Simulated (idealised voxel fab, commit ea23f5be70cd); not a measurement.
A process module follows: voxel transistor to metal.
Square cells of 5 nm make up the cross-section cut, whose width is 150 nm.
A cross-section is a grid of square cells, given in bands from the top down. A band is one or more rows of cells. A band entry consists of two parts. The first gives the height of the band's top and the height of its bottom, in nm. The rest lists the band's materials from left to right, each with its width in nm. A single material labelled with the word "full width" fills the band from edge to edge, and the word "blank" marks empty space. All heights in this document are referenced to 0, defined as the level beneath which the wafer, as received, consists entirely of one material. The lowest band is not bounded below; it extends indefinitely downward and is written in the form "0 down". Width spec "30->40" -> top row of cells at first value, bottom row at second value, equal per-row change in between. No cell of the cross-section changed in a step that is given as "same as before". Each empty space that has no open way to the top and spans at least 8 cells appears under "Entrapped voids" as width x height at distance, the distance counted from the left edge, all in nm. Post-settings text on a step line: simulator's own remark regarding the step. The "overlay nm" setting may appear on a step's line; for a step that uses a mask, it gives how far to the right of its planned position the mask lay, and a negative value indicates the left. Note on reading: below, each pair holds a cross-section from before one process step and one from after it; the one from after shows only down to the lowest band that changed. Beneath the pair, the step in between is stated along with its settings. The pairs can stem from different runs of this module on the same starting wafer. Where a pair's entry headed "Pre-step geometry" says so, and only there, that pair continues from the pair above it.
Pre-step geometry:
	0 down  Si full width
	Entrapped voids: none
Sectional Result:
	0 to -5  SiO2 full width
	All layers under -5 are left as they were.
	Entrapped voids: none
Between before and after above, the operation and settings are OXIDIZE [depth nm 5]
Pre-step geometry: This step starts from the configuration shown after the step in the pair immediately above.
Sectional Result:
	10 to 0  SiN full width
	All layers under 0 are left as they were.
	Entrapped voids: none
Between before and after above, the operation and settings are CONFORMAL_DEP [material SiN] [thk nm 10]
Pre-step geometry: This step starts from the configuration shown after the step in the pair immediately above.
Sectional Result:
	30 to 10  blank 25 nm, then resist 95 nm, then blank 30 nm
	All layers under 10 are left as they were.
	Entrapped voids: none
Between before and after above, the operation and settings are PATTERN [tone cover] [mask id ACTIVE] [material resist] [width nm 95] [thk nm 20] [overlay nm 0]
Pre-step geometry: This step starts from the configuration shown after the step in the pair immediately above.
Sectional Result:
	30 to 10  blank 25 nm, then resist 95 nm, then blank 30 nm
	10 to 0  blank 25 nm, then SiN 95 nm, then blank 30 nm
	All layers under 0 are left as they were.
	Entrapped voids: none
Between before and after above, the operation and settings are DIRECTIONAL_ETCH [etch materials SiN] [depth nm 10]
Pre-step geometry: This step starts from the configuration shown after the step in the pair immediately above.
Sectional Result:
	30 to 10  blank 25 nm, then resist 95 nm, then blank 30 nm
	10 to 0  blank 25 nm, then SiN 95 nm, then blank 30 nm
	0 to -5  blank 25 nm, then SiO2 95 nm, then blank 30 nm
	All layers under -5 are left as they were.
	Entrapped voids: none
Between before and after above, the operation and settings are DIRECTIONAL_ETCH [etch materials SiO2] [depth nm 5]
Pre-step geometry: This step starts from the configuration shown after the step in the pair immediately above.
Sectional Result:
	30 to 10  blank 25 nm, then resist 95 nm, then blank 30 nm
	10 to 0  blank 25 nm, then SiN 95 nm, then blank 30 nm
	0 to -5  blank 25 nm, then SiO2 95 nm, then blank 30 nm
	-5 to -40  blank 25 nm, then Si 95 nm, then blank 30 nm
	All layers under -40 are left as they were.
	Entrapped voids: none
Between before and after above, the operation and settings are DIRECTIONAL_ETCH [etch materials Si] [depth nm 35]
Pre-step geometry: This step starts from the configuration shown after the step in the pair immediately above.
Sectional Result:
	10 to 0  blank 25 nm, then SiN 95 nm, then blank 30 nm
	All layers under 0 are left as they were.
	Entrapped voids: none
Between before and after above, the operation and settings are STRIP [etch materials resist]
Pre-step geometry: This step starts from the configuration shown after the step in the pair immediately above.
Sectional Result:
	15 to 10  SiO2 full width
	10 to 0  SiO2 25 nm, then SiN 95 nm, then SiO2 30 nm
	0 to -5  SiO2 full width
	-5 to -40  SiO2 25 nm, then Si 95 nm, then SiO2 30 nm
	All layers under -40 are left as they were.
	Entrapped voids: none
Between before and after above, the operation and settings are FILL_DEP [material SiO2] [thk nm 5]
Pre-step geometry: This step starts from the configuration shown after the step in the pair immediately above.
Sectional Result:
	10 to 0  SiO2 25 nm, then SiN 95 nm, then SiO2 30 nm
	All layers under 0 are left as they were.
	Entrapped voids: none
Between before and after above, the operation and settings are CMP [height nm 10]
Pre-step geometry: This step starts from the configuration shown after the step in the pair immediately above.
Sectional Result:
	10 to 0  blank 25 nm, then SiN 95 nm, then blank 30 nm
	All layers under 0 are left as they were.
	Entrapped voids: none
Between before and after above, the operation and settings are SELECTIVE_ETCH [etch materials SiO2] [depth nm 10]
Pre-step geometry: This step starts from the configuration shown after the step in the pair immediately above.
Sectional Result:
	0 to -5  SiO2 full width
	All layers under -5 are left as they were.
	Entrapped voids: none
Between before and after above, the operation and settings are STRIP [etch materials SiN]
Pre-step geometry: This step starts from the configuration shown after the step in the pair immediately above.
Sectional Result:
	-5 to -40  SiO2 25 nm, then Si 95 nm, then SiO2 30 nm
	All layers under -40 are left as they were.
	Entrapped voids: none
Between before and after above, the operation and settings are SELECTIVE_ETCH [etch materials SiO2] [depth nm 5]
Pre-step geometry: This step starts from the configuration shown after the step in the pair immediately above.
Sectional Result:
	-5 to -10  SiO2 full width
	All layers under -10 are left as they were.
	Entrapped voids: none
Between before and after above, the operation and settings are OXIDIZE [depth nm 5]
Pre-step geometry: This step starts from the configuration shown after the step in the pair immediately above.
Sectional Result:
	25 to -5  polySi full width
	All layers under -5 are left as they were.
	Entrapped voids: none
Between before and after above, the operation and settings are DIRECTIONAL_DEP [material polySi] [thk nm 30]
Pre-step geometry: This step starts from the configuration shown after the step in the pair immediately above.
Sectional Result:
	35 to 25  SiCN full width
	All layers under 25 are left as they were.
	Entrapped voids: none
Between before and after above, the operation and settings are DIRECTIONAL_DEP [material SiCN] [thk nm 10]
Pre-step geometry: This step starts from the configuration shown after the step in the pair immediately above.
Sectional Result:
	35 to 25  blank 60 nm, then SiCN 25 nm, then blank 65 nm
	All layers under 25 are left as they were.
	Entrapped voids: none
Between before and after above, the operation and settings are MASKED_ETCH [tone cover] [mask id GATE] [width nm 25] [etch materials SiCN] [depth nm 20] [overlay nm 0]
Pre-step geometry: This step starts from the configuration shown after the step in the pair immediately above.
Sectional Result:
	35 to 25  blank 60 nm, then SiCN 25 nm, then blank 65 nm
	25 to -5  blank 60 nm, then polySi 25 nm, then blank 65 nm
	All layers under -5 are left as they were.
	Entrapped voids: none
Between before and after above, the operation and settings are MASKED_ETCH [tone cover] [mask id GATE] [width nm 25] [etch materials polySi] [depth nm 40] [overlay nm 0]
Pre-step geometry: This step starts from the configuration shown after the step in the pair immediately above.
Sectional Result:
	40 to 35  blank 55 nm, then SiO2 35 nm, then blank 60 nm
	35 to 25  blank 55 nm, then SiO2 5 nm, then SiCN 25 nm, then SiO2 5 nm, then blank 60 nm
	25 to 0  blank 55 nm, then SiO2 5 nm, then polySi 25 nm, then SiO2 5 nm, then blank 60 nm
	0 to -5  SiO2 60 nm, then polySi 25 nm, then SiO2 65 nm
	All layers under -5 are left as they were.
	Entrapped voids: none
Between before and after above, the operation and settings are CONFORMAL_DEP [material SiO2] [thk nm 5]
Pre-step geometry: This step starts from the configuration shown after the step in the pair immediately above.
Sectional Result:
	35 to 25  blank 55 nm, then SiO2 5 nm, then SiCN 25 nm, then SiO2 5 nm, then blank 60 nm
	25 to -5  blank 55 nm, then SiO2 5 nm, then polySi 25 nm, then SiO2 5 nm, then blank 60 nm
	All layers under -5 are left as they were.
	Entrapped voids: none
Between before and after above, the operation and settings are DIRECTIONAL_ETCH [etch materials SiO2] [depth nm 5]
Pre-step geometry: This step starts from the configuration shown after the step in the pair immediately above.
Sectional Result:
	40 to 35  blank 50 nm, then SiN 45 nm, then blank 55 nm
	35 to 25  blank 50 nm, then SiN 5 nm, then SiO2 5 nm, then SiCN 25 nm, then SiO2 5 nm, then SiN 5 nm, then blank 55 nm
	25 to 0  blank 50 nm, then SiN 5 nm, then SiO2 5 nm, then polySi 25 nm, then SiO2 5 nm, then SiN 5 nm, then blank 55 nm
	0 to -5  SiN 55 nm, then SiO2 5 nm, then polySi 25 nm, then SiO2 5 nm, then SiN 60 nm
	All layers under -5 are left as they were.
	Entrapped voids: none
Between before and after above, the operation and settings are CONFORMAL_DEP [material SiN] [thk nm 5]
Pre-step geometry: This step starts from the configuration shown after the step in the pair immediately above.
Sectional Result:
	35 to 25  blank 50 nm, then SiN 5 nm, then SiO2 5 nm, then SiCN 25 nm, then SiO2 5 nm, then SiN 5 nm, then blank 55 nm
	25 to -5  blank 50 nm, then SiN 5 nm, then SiO2 5 nm, then polySi 25 nm, then SiO2 5 nm, then SiN 5 nm, then blank 55 nm
	All layers under -5 are left as they were.
	Entrapped voids: none
Between before and after above, the operation and settings are DIRECTIONAL_ETCH [etch materials SiN] [depth nm 5]
Pre-step geometry: This step starts from the configuration shown after the step in the pair immediately above.
Sectional Result:
	35 to 30  blank 50 nm, then SiN 5 nm, then blank 5 nm, then SiCN 25 nm, then blank 5 nm, then SiN 5 nm, then blank 55 nm
	30 to 25  blank 50 nm, then SiN 5 nm, then SiO2 5 nm, then SiCN 25 nm, then SiO2 5 nm, then SiN 5 nm, then blank 55 nm
	25 to -5  blank 50 nm, then SiN 5 nm, then SiO2 5 nm, then polySi 25 nm, then SiO2 5 nm, then SiN 5 nm, then blank 55 nm
	-5 to -10  blank 50 nm, then SiO2 45 nm, then blank 55 nm
	All layers under -10 are left as they were.
	Entrapped voids: none
Between before and after above, the operation and settings are DIRECTIONAL_ETCH [etch materials SiO2] [depth nm 5]
Pre-step geometry: This step starts from the configuration shown after the step in the pair immediately above.
Sectional Result:
	35 to 30  blank 50 nm, then SiN 5 nm, then blank 5 nm, then SiCN 25 nm, then blank 5 nm, then SiN 5 nm, then blank 55 nm
	30 to 25  blank 50 nm, then SiN 5 nm, then SiO2 5 nm, then SiCN 25 nm, then SiO2 5 nm, then SiN 5 nm, then blank 55 nm
	25 to -5  blank 50 nm, then SiN 5 nm, then SiO2 5 nm, then polySi 25 nm, then SiO2 5 nm, then SiN 5 nm, then blank 55 nm
	-5 to -10  blank 50 nm, then SiO2 45 nm, then blank 55 nm
	-10 to -15  SiO2 25 nm, then blank 25 nm, then Si 45 nm, then blank 25 nm, then SiO2 30 nm
	All layers under -15 are left as they were.
	Entrapped voids: none
Between before and after above, the operation and settings are DIRECTIONAL_ETCH [etch materials Si] [depth nm 5]
Pre-step geometry: This step starts from the configuration shown after the step in the pair immediately above.
Sectional Result:
	35 to 30  blank 50 nm, then SiN 5 nm, then blank 5 nm, then SiCN 25 nm, then blank 5 nm, then SiN 5 nm, then blank 55 nm
	30 to 25  blank 50 nm, then SiN 5 nm, then SiO2 5 nm, then SiCN 25 nm, then SiO2 5 nm, then SiN 5 nm, then blank 55 nm
	25 to 0  blank 50 nm, then SiN 5 nm, then SiO2 5 nm, then polySi 25 nm, then SiO2 5 nm, then SiN 5 nm, then blank 55 nm
	0 to -5  blank 40 nm, then SiGe 10 nm, then SiN 5 nm, then SiO2 5 nm, then polySi 25 nm, then SiO2 5 nm, then SiN 5 nm, then SiGe 10 nm, then blank 45 nm
	-5 to -10  blank 20 nm, then SiGe 30 nm, then SiO2 45 nm, then SiGe 30 nm, then blank 25 nm
	-10 to -15  SiO2 25 nm, then SiGe 25 nm, then Si 45 nm, then SiGe 25 nm, then SiO2 30 nm
	All layers under -15 are left as they were.
	Entrapped voids: none
Between before and after above, the operation and settings are EPI [material SiGe] [thk nm 10]
Pre-step geometry: This step starts from the configuration shown after the step in the pair immediately above.
Sectional Result:
	45 to 35  SiO2 full width
	35 to 25  SiO2 50 nm, then SiN 5 nm, then SiO2 5 nm, then SiCN 25 nm, then SiO2 5 nm, then SiN 5 nm, then SiO2 55 nm
	25 to 0  SiO2 50 nm, then SiN 5 nm, then SiO2 5 nm, then polySi 25 nm, then SiO2 5 nm, then SiN 5 nm, then SiO2 55 nm
	0 to -5  SiO2 40 nm, then SiGe 10 nm, then SiN 5 nm, then SiO2 5 nm, then polySi 25 nm, then SiO2 5 nm, then SiN 5 nm, then SiGe 10 nm, then SiO2 45 nm
	-5 to -10  SiO2 20 nm, then SiGe 30 nm, then SiO2 45 nm, then SiGe 30 nm, then SiO2 25 nm
	All layers under -10 are left as they were.
	Entrapped voids: none
Between before and after above, the operation and settings are FILL_DEP [material SiO2] [thk nm 10]
Pre-step geometry: This step starts from the configuration shown after the step in the pair immediately above.
Sectional Result:
	25 to 0  SiO2 50 nm, then SiN 5 nm, then SiO2 5 nm, then polySi 25 nm, then SiO2 5 nm, then SiN 5 nm, then SiO2 55 nm
	All layers under 0 are left as they were.
	Entrapped voids: none
Between before and after above, the operation and settings are CMP [height nm 25]
Pre-step geometry: This step starts from the configuration shown after the step in the pair immediately above.
Sectional Result:
	25 to 0  SiO2 50 nm, then SiN 5 nm, then SiO2 5 nm, then blank 25 nm, then SiO2 5 nm, then SiN 5 nm, then SiO2 55 nm
	0 to -5  SiO2 40 nm, then SiGe 10 nm, then SiN 5 nm, then SiO2 5 nm, then blank 25 nm, then SiO2 5 nm, then SiN 5 nm, then SiGe 10 nm, then SiO2 45 nm
	All layers under -5 are left as they were.
	Entrapped voids: none
Between before and after above, the operation and settings are STRIP [etch materials polySi]
Pre-step geometry: This step starts from the configuration shown after the step in the pair immediately above.
Sectional Result:
	25 to 20  blank 50 nm, then SiN 5 nm, then blank 35 nm, then SiN 5 nm, then blank 55 nm
	20 to 0  SiO2 50 nm, then SiN 5 nm, then blank 35 nm, then SiN 5 nm, then SiO2 55 nm
	0 to -5  SiO2 40 nm, then SiGe 10 nm, then SiN 5 nm, then blank 35 nm, then SiN 5 nm, then SiGe 10 nm, then SiO2 45 nm
	-5 to -10  SiO2 20 nm, then SiGe 30 nm, then SiO2 5 nm, then blank 35 nm, then SiO2 5 nm, then SiGe 30 nm, then SiO2 25 nm
	All layers under -10 are left as they were.
	Entrapped voids: none
Between before and after above, the operation and settings are SELECTIVE_ETCH [etch materials SiO2] [depth nm 5]
Pre-step geometry: This step starts from the configuration shown after the step in the pair immediately above.
Sectional Result:
	30 to 25  blank 45 nm, then HfO2 15 nm, then blank 25 nm, then HfO2 15 nm, then blank 50 nm
	25 to 20  HfO2 50 nm, then SiN 5 nm, then HfO2 5 nm, then blank 25 nm, then HfO2 5 nm, then SiN 5 nm, then HfO2 55 nm
	20 to 0  SiO2 50 nm, then SiN 5 nm, then HfO2 5 nm, then blank 25 nm, then HfO2 5 nm, then SiN 5 nm, then SiO2 55 nm
	0 to -5  SiO2 40 nm, then SiGe 10 nm, then SiN 5 nm, then HfO2 5 nm, then blank 25 nm, then HfO2 5 nm, then SiN 5 nm, then SiGe 10 nm, then SiO2 45 nm
	-5 to -10  SiO2 20 nm, then SiGe 30 nm, then SiO2 5 nm, then HfO2 35 nm, then SiO2 5 nm, then SiGe 30 nm, then SiO2 25 nm
	All layers under -10 are left as they were.
	Entrapped voids: none
Between before and after above, the operation and settings are CONFORMAL_DEP [material HfO2] [thk nm 5]
Pre-step geometry: This step starts from the configuration shown after the step in the pair immediately above.
Sectional Result:
	35 to 30  blank 40 nm, then TiN 25 nm, then blank 15 nm, then TiN 25 nm, then blank 45 nm
	30 to 25  TiN 45 nm, then HfO2 15 nm, then TiN 5 nm, then blank 15 nm, then TiN 5 nm, then HfO2 15 nm, then TiN 50 nm
	25 to 20  HfO2 50 nm, then SiN 5 nm, then HfO2 5 nm, then TiN 5 nm, then blank 15 nm, then TiN 5 nm, then HfO2 5 nm, then SiN 5 nm, then HfO2 55 nm
	20 to 0  SiO2 50 nm, then SiN 5 nm, then HfO2 5 nm, then TiN 5 nm, then blank 15 nm, then TiN 5 nm, then HfO2 5 nm, then SiN 5 nm, then SiO2 55 nm
	0 to -5  SiO2 40 nm, then SiGe 10 nm, then SiN 5 nm, then HfO2 5 nm, then TiN 25 nm, then HfO2 5 nm, then SiN 5 nm, then SiGe 10 nm, then SiO2 45 nm
	All layers under -5 are left as they were.
	Entrapped voids: none
Between before and after above, the operation and settings are CONFORMAL_DEP [material TiN] [thk nm 5]
Pre-step geometry: This step starts from the configuration shown after the step in the pair immediately above.
Sectional Result:
	45 to 35  W full width
	35 to 30  W 40 nm, then TiN 25 nm, then W 15 nm, then TiN 25 nm, then W 45 nm
	30 to 25  TiN 45 nm, then HfO2 15 nm, then TiN 5 nm, then W 15 nm, then TiN 5 nm, then HfO2 15 nm, then TiN 50 nm
	25 to 20  HfO2 50 nm, then SiN 5 nm, then HfO2 5 nm, then TiN 5 nm, then W 15 nm, then TiN 5 nm, then HfO2 5 nm, then SiN 5 nm, then HfO2 55 nm
	20 to 0  SiO2 50 nm, then SiN 5 nm, then HfO2 5 nm, then TiN 5 nm, then W 15 nm, then TiN 5 nm, then HfO2 5 nm, then SiN 5 nm, then SiO2 55 nm
	All layers under 0 are left as they were.
	Entrapped voids: none
Between before and after above, the operation and settings are FILL_DEP [material W] [thk nm 10]
Pre-step geometry: This step starts from the configuration shown after the step in the pair immediately above.
Sectional Result:
	20 to 0  SiO2 50 nm, then SiN 5 nm, then HfO2 5 nm, then TiN 5 nm, then W 15 nm, then TiN 5 nm, then HfO2 5 nm, then SiN 5 nm, then SiO2 55 nm
	All layers under 0 are left as they were.
	Entrapped voids: none
Between before and after above, the operation and settings are CMP [height nm 20]
Pre-step geometry: This step starts from the configuration shown after the step in the pair immediately above.
Sectional Result:
	35 to 20  SiO2 full width
	All layers under 20 are left as they were.
	Entrapped voids: none
Between before and after above, the operation and settings are DIRECTIONAL_DEP [material SiO2] [thk nm 15]
Pre-step geometry: This step starts from the configuration shown after the step in the pair immediately above.
Sectional Result:
	35 to 20  SiO2 30 nm, then blank 15 nm, then SiO2 55 nm, then blank 15 nm, then SiO2 35 nm
	20 to 0  SiO2 30 nm, then blank 15 nm, then SiO2 5 nm, then SiN 5 nm, then HfO2 5 nm, then TiN 5 nm, then W 15 nm, then TiN 5 nm, then HfO2 5 nm, then SiN 5 nm, then SiO2 5 nm, then blank 15 nm, then SiO2 35 nm
	0 to -5  SiO2 30 nm, then blank 10 nm, then SiGe 10 nm, then SiN 5 nm, then HfO2 5 nm, then TiN 25 nm, then HfO2 5 nm, then SiN 5 nm, then SiGe 10 nm, then blank 10 nm, then SiO2 35 nm
	All layers under -5 are left as they were.
	Entrapped voids: none
Between before and after above, the operation and settings are MASKED_ETCH [tone open] [mask id CONTACT] [width nm 15] [pitch nm 70] [etch materials SiO2] [depth nm 40] [overlay nm 0]
Pre-step geometry: This step starts from the configuration shown after the step in the pair immediately above.
Sectional Result:
	40 to 35  TiN 35 nm, then blank 5 nm, then TiN 65 nm, then blank 5 nm, then TiN 40 nm
	35 to 20  SiO2 30 nm, then TiN 5 nm, then blank 5 nm, then TiN 5 nm, then SiO2 55 nm, then TiN 5 nm, then blank 5 nm, then TiN 5 nm, then SiO2 35 nm
	20 to 5  SiO2 30 nm, then TiN 5 nm, then blank 5 nm, then TiN 5 nm, then SiO2 5 nm, then SiN 5 nm, then HfO2 5 nm, then TiN 5 nm, then W 15 nm, then TiN 5 nm, then HfO2 5 nm, then SiN 5 nm, then SiO2 5 nm, then TiN 5 nm, then blank 5 nm, then TiN 5 nm, then SiO2 35 nm
	5 to 0  SiO2 30 nm, then TiN 15 nm, then SiO2 5 nm, then SiN 5 nm, then HfO2 5 nm, then TiN 5 nm, then W 15 nm, then TiN 5 nm, then HfO2 5 nm, then SiN 5 nm, then SiO2 5 nm, then TiN 15 nm, then SiO2 35 nm
	0 to -5  SiO2 30 nm, then TiN 10 nm, then SiGe 10 nm, then SiN 5 nm, then HfO2 5 nm, then TiN 25 nm, then HfO2 5 nm, then SiN 5 nm, then SiGe 10 nm, then TiN 10 nm, then SiO2 35 nm
	All layers under -5 are left as they were.
	Entrapped voids: none
Between before and after above, the operation and settings are CONFORMAL_DEP [material TiN] [thk nm 5]
Pre-step geometry: This step starts from the configuration shown after the step in the pair immediately above.
Sectional Result:
	50 to 40  Ru full width
	40 to 35  TiN 35 nm, then Ru 5 nm, then TiN 65 nm, then Ru 5 nm, then TiN 40 nm
	35 to 20  SiO2 30 nm, then TiN 5 nm, then Ru 5 nm, then TiN 5 nm, then SiO2 55 nm, then TiN 5 nm, then Ru 5 nm, then TiN 5 nm, then SiO2 35 nm
	20 to 5  SiO2 30 nm, then TiN 5 nm, then Ru 5 nm, then TiN 5 nm, then SiO2 5 nm, then SiN 5 nm, then HfO2 5 nm, then TiN 5 nm, then W 15 nm, then TiN 5 nm, then HfO2 5 nm, then SiN 5 nm, then SiO2 5 nm, then TiN 5 nm, then Ru 5 nm, then TiN 5 nm, then SiO2 35 nm
	All layers under 5 are left as they were.
	Entrapped voids: none
Between before and after above, the operation and settings are FILL_DEP [material Ru] [thk nm 10]
Pre-step geometry: This step starts from the configuration shown after the step in the pair immediately above.
Sectional Result:
	35 to 20  SiO2 30 nm, then TiN 5 nm, then Ru 5 nm, then TiN 5 nm, then SiO2 55 nm, then TiN 5 nm, then Ru 5 nm, then TiN 5 nm, then SiO2 35 nm
	All layers under 20 are left as they were.
	Entrapped voids: none
Between before and after above, the operation and settings are CMP [height nm 35]
Pre-step geometry: This step starts from the configuration shown after the step in the pair immediately above.
Sectional Result:
	40 to 35  SiCN full width
	All layers under 35 are left as they were.
	Entrapped voids: none
Between before and after above, the operation and settings are CONFORMAL_DEP [material SiCN] [thk nm 5]
Pre-step geometry: This step starts from the configuration shown after the step in the pair immediately above.
Sectional Result:
	60 to 40  SiO2 full width
	All layers under 40 are left as they were.
	Entrapped voids: none
Between before and after above, the operation and settings are DIRECTIONAL_DEP [material SiO2] [thk nm 20]
Pre-step geometry: This step starts from the configuration shown after the step in the pair immediately above.
Sectional Result:
	75 to 60  resist 30 nm, then blank 15 nm, then resist 55 nm, then blank 15 nm, then resist 35 nm
	All layers under 60 are left as they were.
	Entrapped voids: none
Between before and after above, the operation and settings are PATTERN [tone open] [mask id METAL_1] [material resist] [width nm 15] [pitch nm 70] [thk nm 15] [overlay nm 0]
Pre-step geometry: This step starts from the configuration shown after the step in the pair immediately above.
Sectional Result:
	75 to 60  resist 30 nm, then blank 15 nm, then resist 55 nm, then blank 15 nm, then resist 35 nm
	60 to 40  SiO2 30 nm, then blank 15 nm, then SiO2 55 nm, then blank 15 nm, then SiO2 35 nm
	All layers under 40 are left as they were.
	Entrapped voids: none
Between before and after above, the operation and settings are DIRECTIONAL_ETCH [etch materials SiO2] [depth nm 20]
Pre-step geometry: This step starts from the configuration shown after the step in the pair immediately above.
Sectional Result:
	75 to 60  resist 30 nm, then blank 15 nm, then resist 55 nm, then blank 15 nm, then resist 35 nm
	60 to 40  SiO2 30 nm, then blank 15 nm, then SiO2 55 nm, then blank 15 nm, then SiO2 35 nm
	40 to 35  SiCN 30 nm, then blank 15 nm, then SiCN 55 nm, then blank 15 nm, then SiCN 35 nm
	All layers under 35 are left as they were.
	Entrapped voids: none
Between before and after above, the operation and settings are DIRECTIONAL_ETCH [etch materials SiCN] [depth nm 5]
Pre-step geometry: This step starts from the configuration shown after the step in the pair immediately above.
Sectional Result:
	60 to 40  SiO2 30 nm, then blank 15 nm, then SiO2 55 nm, then blank 15 nm, then SiO2 35 nm
	All layers under 40 are left as they were.
	Entrapped voids: none
Between before and after above, the operation and settings are STRIP [etch materials resist]
Pre-step geometry: This step starts from the configuration shown after the step in the pair immediately above.
Sectional Result:
	65 to 60  TiN 35 nm, then blank 5 nm, then TiN 65 nm, then blank 5 nm, then TiN 40 nm
	60 to 40  SiO2 30 nm, then TiN 5 nm, then blank 5 nm, then TiN 5 nm, then SiO2 55 nm, then TiN 5 nm, then blank 5 nm, then TiN 5 nm, then SiO2 35 nm
	40 to 35  SiCN 30 nm, then TiN 15 nm, then SiCN 55 nm, then TiN 15 nm, then SiCN 35 nm
	All layers under 35 are left as they were.
	Entrapped voids: none
Between before and after above, the operation and settings are CONFORMAL_DEP [material TiN] [thk nm 5]
Pre-step geometry: This step starts from the configuration shown after the step in the pair immediately above.
Sectional Result:
	75 to 65  Cu full width
	65 to 60  TiN 35 nm, then Cu 5 nm, then TiN 65 nm, then Cu 5 nm, then TiN 40 nm
	60 to 40  SiO2 30 nm, then TiN 5 nm, then Cu 5 nm, then TiN 5 nm, then SiO2 55 nm, then TiN 5 nm, then Cu 5 nm, then TiN 5 nm, then SiO2 35 nm
	All layers under 40 are left as they were.
	Entrapped voids: none
Between before and after above, the operation and settings are FILL_DEP [material Cu] [thk nm 10]
Pre-step geometry: This step starts from the configuration shown after the step in the pair immediately above.
Sectional Result:
	60 to 40  SiO2 30 nm, then TiN 5 nm, then Cu 5 nm, then TiN 5 nm, then SiO2 55 nm, then TiN 5 nm, then Cu 5 nm, then TiN 5 nm, then SiO2 35 nm
	All layers under 40 are left as they were.
	Entrapped voids: none
Between before and after above, the operation and settings are CMP [height nm 60]
Pre-step geometry: This step starts from the configuration shown after the step in the pair immediately above.
Sectional Result:
	65 to 60  SiN full width
	All layers under 60 are left as they were.
	Entrapped voids: none
Between before and after above, the operation and settings are CONFORMAL_DEP [material SiN] [thk nm 5]
Pre-step geometry:
	25 to 20  blank 50 nm, then SiN 5 nm, then blank 35 nm, then SiN 5 nm, then blank 55 nm
	20 to 0  SiO2 50 nm, then SiN 5 nm, then blank 35 nm, then SiN 5 nm, then SiO2 55 nm
	0 to -5  SiO2 40 nm, then SiGe 10 nm, then SiN 5 nm, then blank 35 nm, then SiN 5 nm, then SiGe 10 nm, then SiO2 45 nm
	-5 to -10  SiO2 20 nm, then SiGe 30 nm, then SiO2 5 nm, then blank 35 nm, then SiO2 5 nm, then SiGe 30 nm, then SiO2 25 nm
	-10 to -15  SiO2 25 nm, then SiGe 25 nm, then Si 45 nm, then SiGe 25 nm, then SiO2 30 nm
	-15 to -40  SiO2 25 nm, then Si 95 nm, then SiO2 30 nm
	-40 down  Si full width
	Entrapped voids: none
Sectional Result:
	30 to 25  blank 45 nm, then TiN 15 nm, then blank 25 nm, then TiN 15 nm, then blank 50 nm
	25 to 20  TiN 50 nm, then SiN 5 nm, then TiN 5 nm, then blank 25 nm, then TiN 5 nm, then SiN 5 nm, then TiN 55 nm
	20 to 0  SiO2 50 nm, then SiN 5 nm, then TiN 5 nm, then blank 25 nm, then TiN 5 nm, then SiN 5 nm, then SiO2 55 nm
	0 to -5  SiO2 40 nm, then SiGe 10 nm, then SiN 5 nm, then TiN 5 nm, then blank 25 nm, then TiN 5 nm, then SiN 5 nm, then SiGe 10 nm, then SiO2 45 nm
	-5 to -10  SiO2 20 nm, then SiGe 30 nm, then SiO2 5 nm, then TiN 35 nm, then SiO2 5 nm, then SiGe 30 nm, then SiO2 25 nm
	All layers under -10 are left as they were.
	Entrapped voids: none
Between before and after above, the operation and settings are CONFORMAL_DEP [material TiN] [thk nm 5]
Pre-step geometry: This step starts from the configuration shown after the step in the pair immediately above.
Sectional Result:
	40 to 30  W full width
	30 to 25  W 45 nm, then TiN 15 nm, then W 25 nm, then TiN 15 nm, then W 50 nm
	25 to 20  TiN 50 nm, then SiN 5 nm, then TiN 5 nm, then W 25 nm, then TiN 5 nm, then SiN 5 nm, then TiN 55 nm
	20 to 0  SiO2 50 nm, then SiN 5 nm, then TiN 5 nm, then W 25 nm, then TiN 5 nm, then SiN 5 nm, then SiO2 55 nm
	0 to -5  SiO2 40 nm, then SiGe 10 nm, then SiN 5 nm, then TiN 5 nm, then W 25 nm, then TiN 5 nm, then SiN 5 nm, then SiGe 10 nm, then SiO2 45 nm
	All layers under -5 are left as they were.
	Entrapped voids: none
Between before and after above, the operation and settings are FILL_DEP [material W] [thk nm 10]
Pre-step geometry: This step starts from the configuration shown after the step in the pair immediately above.
Sectional Result:
	20 to 0  SiO2 50 nm, then SiN 5 nm, then TiN 5 nm, then W 25 nm, then TiN 5 nm, then SiN 5 nm, then SiO2 55 nm
	All layers under 0 are left as they were.
	Entrapped voids: none
Between before and after above, the operation and settings are CMP [height nm 20]
Pre-step geometry: This step starts from the configuration shown after the step in the pair immediately above.
Sectional Result:
	35 to 20  SiO2 full width
	All layers under 20 are left as they were.
	Entrapped voids: none
Between before and after above, the operation and settings are DIRECTIONAL_DEP [material SiO2] [thk nm 15]
Pre-step geometry: This step starts from the configuration shown after the step in the pair immediately above.
Sectional Result:
	35 to 20  SiO2 30 nm, then blank 15 nm, then SiO2 55 nm, then blank 15 nm, then SiO2 35 nm
	20 to 0  SiO2 30 nm, then blank 15 nm, then SiO2 5 nm, then SiN 5 nm, then TiN 5 nm, then W 25 nm, then TiN 5 nm, then SiN 5 nm, then SiO2 5 nm, then blank 15 nm, then SiO2 35 nm
	0 to -5  SiO2 30 nm, then blank 10 nm, then SiGe 10 nm, then SiN 5 nm, then TiN 5 nm, then W 25 nm, then TiN 5 nm, then SiN 5 nm, then SiGe 10 nm, then blank 10 nm, then SiO2 35 nm
	All layers under -5 are left as they were.
	Entrapped voids: none
Between before and after above, the operation and settings are MASKED_ETCH [tone open] [mask id CONTACT] [width nm 15] [pitch nm 70] [etch materials SiO2] [depth nm 40] [overlay nm 0]
Pre-step geometry: This step starts from the configuration shown after the step in the pair immediately above.
Sectional Result:
	40 to 35  TiN 35 nm, then blank 5 nm, then TiN 65 nm, then blank 5 nm, then TiN 40 nm
	35 to 20  SiO2 30 nm, then TiN 5 nm, then blank 5 nm, then TiN 5 nm, then SiO2 55 nm, then TiN 5 nm, then blank 5 nm, then TiN 5 nm, then SiO2 35 nm
	20 to 5  SiO2 30 nm, then TiN 5 nm, then blank 5 nm, then TiN 5 nm, then SiO2 5 nm, then SiN 5 nm, then TiN 5 nm, then W 25 nm, then TiN 5 nm, then SiN 5 nm, then SiO2 5 nm, then TiN 5 nm, then blank 5 nm, then TiN 5 nm, then SiO2 35 nm
	5 to 0  SiO2 30 nm, then TiN 15 nm, then SiO2 5 nm, then SiN 5 nm, then TiN 5 nm, then W 25 nm, then TiN 5 nm, then SiN 5 nm, then SiO2 5 nm, then TiN 15 nm, then SiO2 35 nm
	0 to -5  SiO2 30 nm, then TiN 10 nm, then SiGe 10 nm, then SiN 5 nm, then TiN 5 nm, then W 25 nm, then TiN 5 nm, then SiN 5 nm, then SiGe 10 nm, then TiN 10 nm, then SiO2 35 nm
	All layers under -5 are left as they were.
	Entrapped voids: none
Between before and after above, the operation and settings are CONFORMAL_DEP [material TiN] [thk nm 5]
